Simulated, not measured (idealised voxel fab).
Process module heading - voxel gate over fins
Each square cell in cross-section cut measures 5 nm, and the section as a whole is 240 nm wide.
Cross-section = grid of square cells, listed top down in bands; band = one or more rows.
Top, bottom (nm), then materials left to right with widths (nm); lone material tagged "all across" fills the whole band edge to edge; "empty" = empty space.
Counting heights begins at 0, where everything beneath is, in the wafer as received, one material. The lowest band has no bottom; it goes on downwards, as "0 and below" shows.
Width: "30..40" (first number = top row, second number = bottom row, same change from row to row of cells).
It should be understood that the words "changes: none", when stated for a given step, signify that the cross-section underwent no change in any of its cells during that step.
"Cavities, sealed" specifies each empty space that is not open to the top and that occupies no fewer than 8 cells, using the form width x height at distance, the distance measured from the left edge and all three quantities in nm.
Past the settings on a step's line: simulator remark, on that step.
"overlay nm", when on a step's line for a step with a mask, measures how far to the right of its planned place the mask lay; a negative measure means to the left.
# So here's the lineup of process steps we planned
1,RECEIVE, material Si
2,CONFORMAL_DEP, material SiN, thk nm 10
3,PATTERN, tone cover, mask id FINS, material resist, width nm 15, pitch nm 60, thk nm 20, overlay nm 0
4,DIRECTIONAL_ETCH, etch materials SiN, depth nm 10
5,DIRECTIONAL_ETCH, etch materials Si, depth nm 40
6,STRIP, etch materials resist
7,OXIDIZE, depth nm 5
8,FILL_DEP, material SiO2, thk nm 15
9,CMP, height nm 10
10,PATTERN, tone open, mask id RAIL, material resist, width nm 15, thk nm 15, overlay nm 0
11,DIRECTIONAL_ETCH, etch materials SiO2, depth nm 45
12,STRIP, etch materials resist
13,CONFORMAL_DEP, material TiN, thk nm 5
14,FILL_DEP, material Ru, thk nm 10
15,CMP, height nm 10
16,SELECTIVE_ETCH, etch materials W Ru TiN, depth nm 30
17,FILL_DEP, material SiO2, thk nm 5
18,CMP, height nm 10
19,SELECTIVE_ETCH, etch materials SiO2, depth nm 20
20,STRIP, etch materials SiN
21,CONFORMAL_DEP, material HfO2, thk nm 5
22,CONFORMAL_DEP, material TiN, thk nm 5
23,CONFORMAL_DEP, material TiAl, thk nm 5
24,CONFORMAL_DEP, material TiN, thk nm 5
25,FILL_DEP, material W, thk nm 15
26,CMP, height nm 30
27,CONFORMAL_DEP, material SiN, thk nm 5
# Cross-sectional view of the wafer in its as-received condition, corresponding to the state after step 1
    0 and below  Si all across
    Cavities, sealed: none
# The first of the two wafers as seen in cross-section once the module was finished; processing followed the plan
    35 down to 30  SiN all across
    30 down to 20  W all across
    20 down to 15  W (35), TiN (45), W (15), TiN (45), W (15), TiN (45), W (40)
    15 down to 10  W (35), TiN (5), TiAl (35), TiN (5), W (15), TiN (5), TiAl (35), TiN (5), W (15), TiN (5), TiAl (35), TiN (5), W (40)
    10 down to 5  TiN (40), TiAl (5), TiN (25), TiAl (5), TiN (25), TiAl (5), TiN (25), TiAl (5), TiN (25), TiAl (5), TiN (25), TiAl (5), TiN (45)
    5 down to 0  TiAl (45), TiN (5), HfO2 (15), TiN (5), TiAl (35), TiN (5), HfO2 (15), TiN (5), TiAl (35), TiN (5), HfO2 (15), TiN (5), TiAl (50)
    0 down to -5  TiN (50), HfO2 (5), Si (5), HfO2 (5), TiN (45), HfO2 (5), Si (5), HfO2 (5), TiN (45), HfO2 (5), Si (5), HfO2 (5), TiN (55)
    -5 down to -10  HfO2 (55), Si (5), HfO2 (55), Si (5), HfO2 (55), Si (5), HfO2 (60)
    -10 down to -20  SiO2 (55), Si (5), SiO2 (55), Si (5), SiO2 (55), Si (5), SiO2 (60)
    -20 down to -30  SiO2 (55), Si (5), SiO2 (20), TiN (5), Ru (5), TiN (5), SiO2 (20), Si (5), SiO2 (55), Si (5), SiO2 (60)
    -30 down to -35  SiO2 (55), Si (5), SiO2 (20), TiN (15), SiO2 (20), Si (5), SiO2 (55), Si (5), SiO2 (60)
    -35 down to -45  SiO2 (55), Si (5), SiO2 (55), Si (5), SiO2 (55), Si (5), SiO2 (60)
    -45 and below  Si all across
    Cavities, sealed: none
# End-of-module cross-section of the second wafer: identical starting point and process plan to the first, with one processing mistake
    45 down to 30  SiN all across
    30 down to 20  W all across
    20 down to 15  W (35), TiN (45), W (15), TiN (45), W (15), TiN (45), W (40)
    15 down to 10  W (35), TiN (5), TiAl (35), TiN (5), W (15), TiN (5), TiAl (35), TiN (5), W (15), TiN (5), TiAl (35), TiN (5), W (40)
    10 down to 5  TiN (40), TiAl (5), TiN (25), TiAl (5), TiN (25), TiAl (5), TiN (25), TiAl (5), TiN (25), TiAl (5), TiN (25), TiAl (5), TiN (45)
    5 down to 0  TiAl (45), TiN (5), HfO2 (15), TiN (5), TiAl (35), TiN (5), HfO2 (15), TiN (5), TiAl (35), TiN (5), HfO2 (15), TiN (5), TiAl (50)
    0 down to -5  TiN (50), HfO2 (5), Si (5), HfO2 (5), TiN (45), HfO2 (5), Si (5), HfO2 (5), TiN (45), HfO2 (5), Si (5), HfO2 (5), TiN (55)
    -5 down to -10  HfO2 (55), Si (5), HfO2 (55), Si (5), HfO2 (55), Si (5), HfO2 (60)
    -10 down to -20  SiO2 (55), Si (5), SiO2 (55), Si (5), SiO2 (55), Si (5), SiO2 (60)
    -20 down to -30  SiO2 (55), Si (5), SiO2 (20), TiN (5), Ru (5), TiN (5), SiO2 (20), Si (5), SiO2 (55), Si (5), SiO2 (60)
    -30 down to -35  SiO2 (55), Si (5), SiO2 (20), TiN (15), SiO2 (20), Si (5), SiO2 (55), Si (5), SiO2 (60)
    -35 down to -45  SiO2 (55), Si (5), SiO2 (55), Si (5), SiO2 (55), Si (5), SiO2 (60)
    -45 and below  Si all across
    Cavities, sealed: none
Plan not followed: off-plan run, step 27, actual operation and settings CONFORMAL_DEP, material SiN, thk nm 15
Looking at both finished wafers in cells, the second ends up ahead of or behind the first on some materials: 96 more of SiN
